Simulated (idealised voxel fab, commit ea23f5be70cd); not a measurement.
Documented hereafter: the process module known as voxel tone inversion.
In the cross-section labelled cut, the width is 145 nm and each square cell is 5 nm.
Cross-section layout: square cells on a grid; listed as bands, top to bottom; a band spans one or more cell rows.
Top height, bottom height, nm. Materials left to right, width each, nm. Single material + "all across" = fills band edge to edge. "empty" = empty.
Height 0 is the level under which the wafer as received is all one material. The lowest band goes on downwards, as in "0 nm and below".
Top row gets the first number, bottom row gets the second, and each row in between changes by the same step: that is how a band width like "30 to 40" works.
A step reported as "nothing different" is a step in which no cell of the cross-section changed.
For the entry "Enclosed void catalog", the listed items are empty spaces with no open way to the top whose size is 8 cells or more; each item follows the pattern width x height at distance, where distance is from the left edge and all three are in nm.
That trailing text on a step's line, after the settings, is the simulator's own remark on the step.
For masked steps, "overlay nm" on the step line gives how far right of plan the mask actually lay; a minus sign means it lay to the left.
# Planned process steps
1,RECEIVE (material Si)
2,CONFORMAL_DEP (material SiN; thk nm 10)
3,DIRECTIONAL_DEP (material polySi; thk nm 15)
4,PATTERN (tone cover; mask id POSTS; material resist; width nm 15; pitch nm 30; thk nm 25; overlay nm 0)
5,DIRECTIONAL_ETCH (etch materials polySi; depth nm 15)
6,STRIP (etch materials resist)
7,FILL_DEP (material SiO2; thk nm 10)
8,CMP (height nm 25)
9,STRIP (etch materials polySi)
10,CONFORMAL_DEP (material TiN; thk nm 5)
11,FILL_DEP (material Ru; thk nm 10)
12,CMP (height nm 25)
13,CONFORMAL_DEP (material SiCN; thk nm 5)
# Below: the first of two wafers, run as planned
# Delivered wafer in cross-section: state after step 1
- 0 nm and below | Si all across
- Enclosed void catalog: none
# after step 2
- 10 nm to 0 nm | SiN all across
- Below a height of 0, the structure has not been altered.
# after step 3
- 25 nm to 10 nm | polySi all across
- Below a height of 10, the structure has not been altered.
# after step 4
- 50 nm to 25 nm | 35 empty  15 resist  15 empty  15 resist  15 empty  15 resist  35 empty
- Below a height of 25, the structure has not been altered.
# after step 5
- 50 nm to 25 nm | 35 empty  15 resist  15 empty  15 resist  15 empty  15 resist  35 empty
- 25 nm to 10 nm | 35 empty  15 polySi  15 empty  15 polySi  15 empty  15 polySi  35 empty
- Below a height of 10, the structure has not been altered.
# after step 6
- 25 nm to 10 nm | 35 empty  15 polySi  15 empty  15 polySi  15 empty  15 polySi  35 empty
- Below a height of 10, the structure has not been altered.
# after step 7
- 35 nm to 25 nm | SiO2 all across
- 25 nm to 10 nm | 35 SiO2  15 polySi  15 SiO2  15 polySi  15 SiO2  15 polySi  35 SiO2
- Below a height of 10, the structure has not been altered.
# after step 8
- 25 nm to 10 nm | 35 SiO2  15 polySi  15 SiO2  15 polySi  15 SiO2  15 polySi  35 SiO2
- Below a height of 10, the structure has not been altered.
# after step 9
- 25 nm to 10 nm | 35 SiO2  15 empty  15 SiO2  15 empty  15 SiO2  15 empty  35 SiO2
- Below a height of 10, the structure has not been altered.
# after step 10
- 30 nm to 25 nm | 40 TiN  5 empty  25 TiN  5 empty  25 TiN  5 empty  40 TiN
- 25 nm to 15 nm | 35 SiO2  5 TiN  5 empty  5 TiN  15 SiO2  5 TiN  5 empty  5 TiN  15 SiO2  5 TiN  5 empty  5 TiN  35 SiO2
- 15 nm to 10 nm | 35 SiO2  15 TiN  15 SiO2  15 TiN  15 SiO2  15 TiN  35 SiO2
- Below a height of 10, the structure has not been altered.
# after step 11
- 40 nm to 30 nm | Ru all across
- 30 nm to 25 nm | 40 TiN  5 Ru  25 TiN  5 Ru  25 TiN  5 Ru  40 TiN
- 25 nm to 15 nm | 35 SiO2  5 TiN  5 Ru  5 TiN  15 SiO2  5 TiN  5 Ru  5 TiN  15 SiO2  5 TiN  5 Ru  5 TiN  35 SiO2
- Below a height of 15, the structure has not been altered.
# after step 12
- 25 nm to 15 nm | 35 SiO2  5 TiN  5 Ru  5 TiN  15 SiO2  5 TiN  5 Ru  5 TiN  15 SiO2  5 TiN  5 Ru  5 TiN  35 SiO2
- Below a height of 15, the structure has not been altered.
# after step 13
- 30 nm to 25 nm | SiCN all across
- Below a height of 25, the structure has not been altered.
# Wafer two. Same start, same plan, one slip in execution. Same as wafer one through step 6, inclusive
# Cross-section of the second wafer at the time step 7 of the plan should have ended
- 35 nm to 25 nm | SiN all across
- 25 nm to 10 nm | 35 SiN  15 polySi  15 SiN  15 polySi  15 SiN  15 polySi  35 SiN
- Below a height of 10, the structure has not been altered.
# Cross-section of the second wafer at the time step 8 of the plan should have ended
- 25 nm to 10 nm | 35 SiN  15 polySi  15 SiN  15 polySi  15 SiN  15 polySi  35 SiN
- Below a height of 10, the structure has not been altered.
# Cross-section of the second wafer at the time step 9 of the plan should have ended
- 25 nm to 10 nm | 35 SiN  15 empty  15 SiN  15 empty  15 SiN  15 empty  35 SiN
- Below a height of 10, the structure has not been altered.
# Cross-section of the second wafer at the time step 10 of the plan should have ended
- 30 nm to 25 nm | 40 TiN  5 empty  25 TiN  5 empty  25 TiN  5 empty  40 TiN
- 25 nm to 15 nm | 35 SiN  5 TiN  5 empty  5 TiN  15 SiN  5 TiN  5 empty  5 TiN  15 SiN  5 TiN  5 empty  5 TiN  35 SiN
- 15 nm to 10 nm | 35 SiN  15 TiN  15 SiN  15 TiN  15 SiN  15 TiN  35 SiN
- Below a height of 10, the structure has not been altered.
# Cross-section of the second wafer at the time step 11 of the plan should have ended
- 40 nm to 30 nm | Ru all across
- 30 nm to 25 nm | 40 TiN  5 Ru  25 TiN  5 Ru  25 TiN  5 Ru  40 TiN
- 25 nm to 15 nm | 35 SiN  5 TiN  5 Ru  5 TiN  15 SiN  5 TiN  5 Ru  5 TiN  15 SiN  5 TiN  5 Ru  5 TiN  35 SiN
- Below a height of 15, the structure has not been altered.
# Cross-section of the second wafer at the time step 12 of the plan should have ended
- 25 nm to 15 nm | 35 SiN  5 TiN  5 Ru  5 TiN  15 SiN  5 TiN  5 Ru  5 TiN  15 SiN  5 TiN  5 Ru  5 TiN  35 SiN
- Below a height of 15, the structure has not been altered.
# Cross-section of the second wafer at the time step 13 of the plan should have ended
- 30 nm to 25 nm | SiCN all across
- Below a height of 25, the structure has not been altered.
Plan not followed: step 7 was run on a setting that differed from the plan, and what really ran there is FILL_DEP (material SiN; thk nm 10)
It is noted that, at the conclusion of processing, the second wafer exhibits a higher or lower cell count for certain materials relative to the first: 60 more of SiN | 60 fewer of SiO2
